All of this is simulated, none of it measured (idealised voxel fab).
The process module that follows is named voxel capacitor over wiring.
The cross-section shown here is cut; it is 200 nm wide and divided into square cells measuring 5 nm on a side.
Cross-section format: a grid of square cells, given as bands from top to bottom; each band is one or more rows of cells.
Look at the band entry: it leads with the top's height and the bottom's height in nm. Then it lists the materials left to right, with a width in nm for each. The word "full width" on a single material says that material fills the band edge to edge. The word "blank" is empty space.
Below 0: as-received wafer, all one material; heights counted from there. Lowest band: no bottom, goes on down, written "from 0 down".
A two-number width, for instance "30..40", indicates that the width is equal to the first number in the top row of the band and to the second number in the bottom row, and that it changes by a constant amount per row of cells.
It should be understood that the words "same as before", when stated for a given step, signify that the cross-section underwent no change in any of its cells during that step.
"Encapsulated voids": sealed empty spaces, 8 cells or more, no open way to top, listed width x height at distance, with distance from the left edge and width, height and distance in nm.
Read whatever lies past the settings on a step's line as the simulator's own remark about the step.
overlay nm: right-of-plan distance of the mask on a masked step; negative values mean left-of-plan.

So here's the lineup of process steps we planned:
1) RECEIVE | material Si
2) CONFORMAL_DEP | material SiO2 | thk nm 15
3) DIRECTIONAL_DEP | material TiN | thk nm 5
4) DIRECTIONAL_DEP | material Ru | thk nm 20
5) DIRECTIONAL_DEP | material aC | thk nm 10
6) PATTERN | tone cover | mask id METAL_1 | material resist | width nm 30 | pitch nm 100 | thk nm 25 | overlay nm 0
7) DIRECTIONAL_ETCH | etch materials aC | depth nm 10
8) STRIP | etch materials resist
9) DIRECTIONAL_ETCH | etch materials Ru | depth nm 20
10) DIRECTIONAL_ETCH | etch materials TiN | depth nm 5
11) STRIP | etch materials aC
12) FILL_DEP | material lowk | thk nm 10
13) CMP | height nm 40
14) CONFORMAL_DEP | material SiCN | thk nm 5
15) DIRECTIONAL_DEP | material lowk | thk nm 15
16) DIRECTIONAL_DEP | material aC | thk nm 15
17) PATTERN | tone open | mask id PLUG_1 | material resist | width nm 15 | thk nm 35 | overlay nm 0
18) DIRECTIONAL_ETCH | etch materials aC | depth nm 15
19) STRIP | etch materials resist
20) DIRECTIONAL_ETCH | etch materials lowk | depth nm 15
21) DIRECTIONAL_ETCH | etch materials SiCN | depth nm 5
22) STRIP | etch materials aC
23) EPI | material Ru | thk nm 10
24) EPI | material Ru | thk nm 10
25) DIRECTIONAL_DEP | material TiN | thk nm 10
26) DIRECTIONAL_DEP | material Al2O3 | thk nm 5
27) DIRECTIONAL_DEP | material TiN | thk nm 5
28) PATTERN | tone cover | mask id UPPER_PLATE | material resist | width nm 75 | thk nm 15 | overlay nm 0
29) DIRECTIONAL_ETCH | etch materials TiN | depth nm 5
30) DIRECTIONAL_ETCH | etch materials Al2O3 | depth nm 5
31) STRIP | etch materials resist
32) DIRECTIONAL_DEP | material aC | thk nm 10
33) PATTERN | tone cover | mask id LOWER_PLATE | material resist | width nm 85 | thk nm 25 | overlay nm 0
34) DIRECTIONAL_ETCH | etch materials aC | depth nm 10
35) STRIP | etch materials resist
36) DIRECTIONAL_ETCH | etch materials TiN | depth nm 10
37) STRIP | etch materials aC
38) FILL_DEP | material SiO2 | thk nm 15
39) CMP | height nm 90
40) DIRECTIONAL_DEP | material aC | thk nm 15
41) PATTERN | tone open | mask id PLUG_2 | material resist | width nm 15 | thk nm 30 | overlay nm 0
42) DIRECTIONAL_ETCH | etch materials aC | depth nm 15
43) STRIP | etch materials resist
44) DIRECTIONAL_ETCH | etch materials SiO2 | depth nm 10
45) STRIP | etch materials aC
46) CONFORMAL_DEP | material TiN | thk nm 5
47) FILL_DEP | material Ru | thk nm 10
48) CMP | height nm 90
49) CONFORMAL_DEP | material SiCN | thk nm 5

As received, after step 1:
> from 0 down | Si full width
> Encapsulated voids: none

The first of two wafers, cross-sectioned at the end of the module, with the run proceeding as planned:
> from 95 to 90 | SiCN full width
> from 90 to 85 | SiO2: 60  TiN: 5  Ru: 5  TiN: 5  SiO2: 125
> from 85 to 75 | SiO2: 60..50  TiN: 15..75  SiO2: 125..75
> from 75 to 70 | SiO2: 50  Al2O3: 75  SiO2: 75
> from 70 to 60 | SiO2: 45  TiN: 85  SiO2: 70
> from 60 to 45 | lowk: 50  Ru: 15  lowk: 135
> from 45 to 40 | SiCN: 50  Ru: 15  SiCN: 135
> from 40 to 20 | lowk: 35  Ru: 30  lowk: 70  Ru: 30  lowk: 35
> from 20 to 15 | lowk: 35  TiN: 30  lowk: 70  TiN: 30  lowk: 35
> from 15 to 0 | SiO2 full width
> from 0 down | Si full width
> Encapsulated voids: none

Cross-sectional view of the second of two wafers upon completion of the module. This wafer shared its starting condition and process plan with the first; one error was made during its execution:
> from 95 to 90 | SiCN full width
> from 90 to 85 | SiO2: 60  TiN: 5  Ru: 5  TiN: 5  SiO2: 125
> from 85 to 80 | SiO2: 60  TiN: 15  SiO2: 125
> from 80 to 75 | SiO2 full width
> from 75 to 70 | SiO2: 50  TiN: 75  SiO2: 75
> from 70 to 60 | SiO2: 45  TiN: 85  SiO2: 70
> from 60 to 45 | lowk: 50  Ru: 15  lowk: 135
> from 45 to 40 | SiCN: 50  Ru: 15  SiCN: 135
> from 40 to 20 | lowk: 35  Ru: 30  lowk: 70  Ru: 30  lowk: 35
> from 20 to 15 | lowk: 35  TiN: 30  lowk: 70  TiN: 30  lowk: 35
> from 15 to 0 | SiO2 full width
> from 0 down | Si full width
> Encapsulated voids: none
It is concluded that the wafer was processed incorrectly with respect to the plan, in that plan step 26 skipped
Final tally in cells, some materials are higher or lower on the second wafer than on the first: Al2O3 -15, SiO2 +15
